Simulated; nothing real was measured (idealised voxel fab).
Process module name: voxel gate over fins
The figure presents cross-section cut, which has a width of 170 nm and is divided into square cells with an edge length of 5 nm.
Cross-section, as written here: a square-cell grid given band by band from the top down, where a band holds one or more rows of cells. Read a band's entry like this: the first values are the height of its top and the height of its bottom in nm, and what follows is the sequence of materials from left to right, each with its width in nm. Note that "air" is empty space, and that a single material marked "everywhere" reaches across the band from edge to edge. The level at which height equals 0 is the one under which the wafer, as it arrives, is entirely one material. No lower edge exists for the bottom band, which continues downward and is notated as in "top 0, no bottom". It should be noted that a width expressed as "30->40" varies in equal increments from row to row of cells within the band, taking the value of the first number at the top row and that of the second number at the bottom row. For the purposes of this document, the phrase "nothing altered" attached to a step denotes that no cell within the cross-section was modified by that step. Each empty space that has no open way to the top and spans at least 8 cells appears under "Sealed void list" as width x height at distance, the distance counted from the left edge, all in nm. Formally, on a step line, whatever follows the settings is a remark that the simulator itself makes on the step. The optional step-line setting "overlay nm" applies to steps with a mask and quantifies how far to the right of its planned location the mask lay, a negative value indicating leftward placement.
# Process steps foreseen in the plan
1. RECEIVE | material Si
2. CONFORMAL_DEP | material SiN | thk nm 10
3. DIRECTIONAL_DEP | material aC | thk nm 15
4. PATTERN | tone cover | mask id FINS | material resist | width nm 15 | pitch nm 45 | thk nm 30 | overlay nm 0
5. DIRECTIONAL_ETCH | etch materials aC | depth nm 15
6. STRIP | etch materials resist
7. DIRECTIONAL_ETCH | etch materials SiN | depth nm 10
8. DIRECTIONAL_ETCH | etch materials Si | depth nm 40
9. STRIP | etch materials aC
10. FILL_DEP | material SiO2 | thk nm 10
11. CMP | height nm 10
12. SELECTIVE_ETCH | etch materials SiO2 | depth nm 25
13. STRIP | etch materials SiN
14. CONFORMAL_DEP | material HfO2 | thk nm 5
15. CONFORMAL_DEP | material TiN | thk nm 5
16. CONFORMAL_DEP | material TiAl | thk nm 5
17. CONFORMAL_DEP | material TiN | thk nm 5
18. FILL_DEP | material W | thk nm 15
19. CMP | height nm 30
20. CONFORMAL_DEP | material SiCN | thk nm 10
# Shown in cross-section is the wafer as received, that is, as it stands after step 1
  top 0, no bottom  Si everywhere
  Sealed void list: none
# Cross-sectional image of the first of two wafers at the end of the module, the run having proceeded as planned
  top 40, bottom 30  SiCN everywhere
  top 30, bottom 20  W everywhere
  top 20, bottom 15  W (35); TiN (100); W (35)
  top 15, bottom 10  W (35); TiN (5); TiAl (90); TiN (5); W (35)
  top 10, bottom 5  W (35); TiN (5); TiAl (5); TiN (35); TiAl (10); TiN (35); TiAl (5); TiN (5); W (35)
  top 5, bottom 0  TiN (40); TiAl (5); TiN (5); HfO2 (25); TiN (5); TiAl (10); TiN (5); HfO2 (25); TiN (5); TiAl (5); TiN (40)
  top 0, bottom -5  TiAl (45); TiN (5); HfO2 (5); Si (15); HfO2 (5); TiN (5); TiAl (10); TiN (5); HfO2 (5); Si (15); HfO2 (5); TiN (5); TiAl (45)
  top -5, bottom -10  TiN (50); HfO2 (5); Si (15); HfO2 (5); TiN (20); HfO2 (5); Si (15); HfO2 (5); TiN (50)
  top -10, bottom -15  HfO2 (55); Si (15); HfO2 (30); Si (15); HfO2 (55)
  top -15, bottom -40  SiO2 (55); Si (15); SiO2 (30); Si (15); SiO2 (55)
  top -40, no bottom  Si everywhere
  Sealed void list: none
# What the second wafer looks like in cross-section once the module is done. Its start and its plan matched the first wafer's exactly; what differed was one mistake in how it was run
  top 40, bottom 30  SiCN everywhere
  top 30, bottom 20  W everywhere
  top 20, bottom 15  W (30); TiN (110); W (30)
  top 15, bottom 10  W (30); TiN (5); TiAl (100); TiN (5); W (30)
  top 10, bottom 5  W (30); TiN (5); TiAl (5); TiN (90); TiAl (5); TiN (5); W (30)
  top 5, bottom 0  TiN (35); TiAl (5); TiN (5); HfO2 (35); TiN (10); HfO2 (35); TiN (5); TiAl (5); TiN (35)
  top 0, bottom -5  TiAl (40); TiN (5); HfO2 (5); Si (25); HfO2 (5); TiN (10); HfO2 (5); Si (25); HfO2 (5); TiN (5); TiAl (40)
  top -5, bottom -10  TiN (45); HfO2 (5); Si (25); HfO2 (5); TiN (10); HfO2 (5); Si (25); HfO2 (5); TiN (45)
  top -10, bottom -15  HfO2 (50); Si (25); HfO2 (20); Si (25); HfO2 (50)
  top -15, bottom -40  SiO2 (50); Si (25); SiO2 (20); Si (25); SiO2 (50)
  top -40, no bottom  Si everywhere
  Sealed void list: none
Short version of what went wrong: step 4 went in with a setting other than planned; the actual run was PATTERN | tone cover | mask id FINS | material resist | width nm 25 | pitch nm 45 | thk nm 30 | overlay nm 0
The second wafer ends with more or fewer cells of some materials than the first, per final count: Si +32, SiO2 -20, TiAl -6, W -6
